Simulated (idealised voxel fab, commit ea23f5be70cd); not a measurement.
A process module follows: voxel capacitor over wiring.
Pictured: cross-section cut, 285 nm wide, on a grid of 5 nm square cells.
For the purposes of this document, a cross-section shall be understood as a grid of square cells, specified as bands listed in top-to-bottom order, each band consisting of one or more rows of cells. Band entry format. Leading values: height of top, height of bottom, nm. Remainder: materials in left-to-right order, each with its width in nm. Special words: "everywhere" on a single material, which then fills the band edge to edge; "air", empty space. The reference from which all heights are counted is 0, the level beneath which the as-received wafer is entirely one material; the lowest band, having no lower bound, proceeds downward and is written after the example "0 nm and below". It should be noted that a width expressed as "30 to 40" varies in equal increments from row to row of cells within the band, taking the value of the first number at the top row and that of the second number at the bottom row. No cell of the cross-section changed in a step that is given as "no change occurred". Voids not open to the top, 8 cells minimum: see "Unvented voids". Written width x height at distance; distance is from the left edge; nm. Formally, on a step line, whatever follows the settings is a remark that the simulator itself makes on the step. Each step line may optionally specify "overlay nm", which for a step with a mask gives the rightward distance between the mask's planned place and where it lay, a negative value indicating the leftward direction.

This section lists the process steps that were planned
1,RECEIVE | material Si
2,CONFORMAL_DEP | material SiO2 | thk nm 15
3,CONFORMAL_DEP | material SiN | thk nm 5
4,DIRECTIONAL_DEP | material SiO2 | thk nm 20
5,MASKED_ETCH | tone open | mask id METAL_1 | width nm 25 | pitch nm 80 | etch materials SiO2 | depth nm 20 | overlay nm 0
6,MASKED_ETCH | tone open | mask id METAL_1 | width nm 25 | pitch nm 80 | etch materials SiN | depth nm 5 | overlay nm 0
7,CONFORMAL_DEP | material TiN | thk nm 5
8,FILL_DEP | material W | thk nm 5
9,CMP | height nm 40
10,CONFORMAL_DEP | material SiCN | thk nm 5
11,DIRECTIONAL_DEP | material SiO2 | thk nm 20
12,PATTERN | tone open | mask id PLUG_1 | material resist | width nm 15 | thk nm 20 | overlay nm 0
13,DIRECTIONAL_ETCH | etch materials SiO2 | depth nm 20
14,DIRECTIONAL_ETCH | etch materials SiCN | depth nm 5
15,STRIP | etch materials resist
16,CONFORMAL_DEP | material TiN | thk nm 5
17,FILL_DEP | material Ru | thk nm 10
18,CMP | height nm 65
19,DIRECTIONAL_DEP | material TiN | thk nm 5
20,DIRECTIONAL_DEP | material HfO2 | thk nm 5
21,DIRECTIONAL_DEP | material TiN | thk nm 5
22,DIRECTIONAL_DEP | material aC | thk nm 15
23,PATTERN | tone cover | mask id UPPER_PLATE | material resist | width nm 60 | thk nm 35 | overlay nm 0
24,DIRECTIONAL_ETCH | etch materials aC | depth nm 15
25,STRIP | etch materials resist
26,DIRECTIONAL_ETCH | etch materials TiN | depth nm 5
27,DIRECTIONAL_ETCH | etch materials HfO2 | depth nm 5
28,STRIP | etch materials aC
29,DIRECTIONAL_DEP | material aC | thk nm 15
30,PATTERN | tone cover | mask id LOWER_PLATE | material resist | width nm 70 | thk nm 30 | overlay nm 0
31,DIRECTIONAL_ETCH | etch materials aC | depth nm 15
32,STRIP | etch materials resist
33,DIRECTIONAL_ETCH | etch materials TiN | depth nm 5
34,STRIP | etch materials aC
35,FILL_DEP | material SiO2 | thk nm 20
36,CMP | height nm 95
37,PATTERN | tone open | mask id PLUG_2 | material resist | width nm 15 | thk nm 20 | overlay nm 0
38,DIRECTIONAL_ETCH | etch materials SiO2 | depth nm 15
39,STRIP | etch materials resist
40,CONFORMAL_DEP | material TiN | thk nm 5
41,FILL_DEP | material Cu | thk nm 10
42,CMP | height nm 95
43,CONFORMAL_DEP | material SiN | thk nm 5

Wafer cross-section on receipt, i.e. after step 1
- 0 nm and below  Si everywhere
- Unvented voids: none

Result of the module, cross-sectioned: start per above, plan per above, one error in how it was run
- 100 nm to 95 nm  SiN everywhere
- 95 nm to 85 nm  SiO2=110; TiN=5; Cu=5; TiN=5; SiO2=160
- 85 nm to 75 nm  SiO2=110 to 100; TiN=15 to 60; SiO2=160 to 125
- 75 nm to 70 nm  SiN everywhere
- 70 nm to 65 nm  TiN everywhere
- 65 nm to 45 nm  SiO2=100; TiN=5; Ru=5; TiN=5; SiO2=170
- 45 nm to 40 nm  SiCN=100; TiN=15; SiCN=170
- 40 nm to 20 nm  SiO2=90; TiN=5; W=15; TiN=5; SiO2=55; TiN=5; W=15; TiN=5; SiO2=90
- 20 nm to 15 nm  SiN=90; TiN=25; SiN=55; TiN=25; SiN=90
- 15 nm to 0 nm  SiO2 everywhere
- 0 nm and below  Si everywhere
- Unvented voids: none
Finding, execution versus plan: step 20 changed vs plan, executed as DIRECTIONAL_DEP | material SiN | thk nm 5
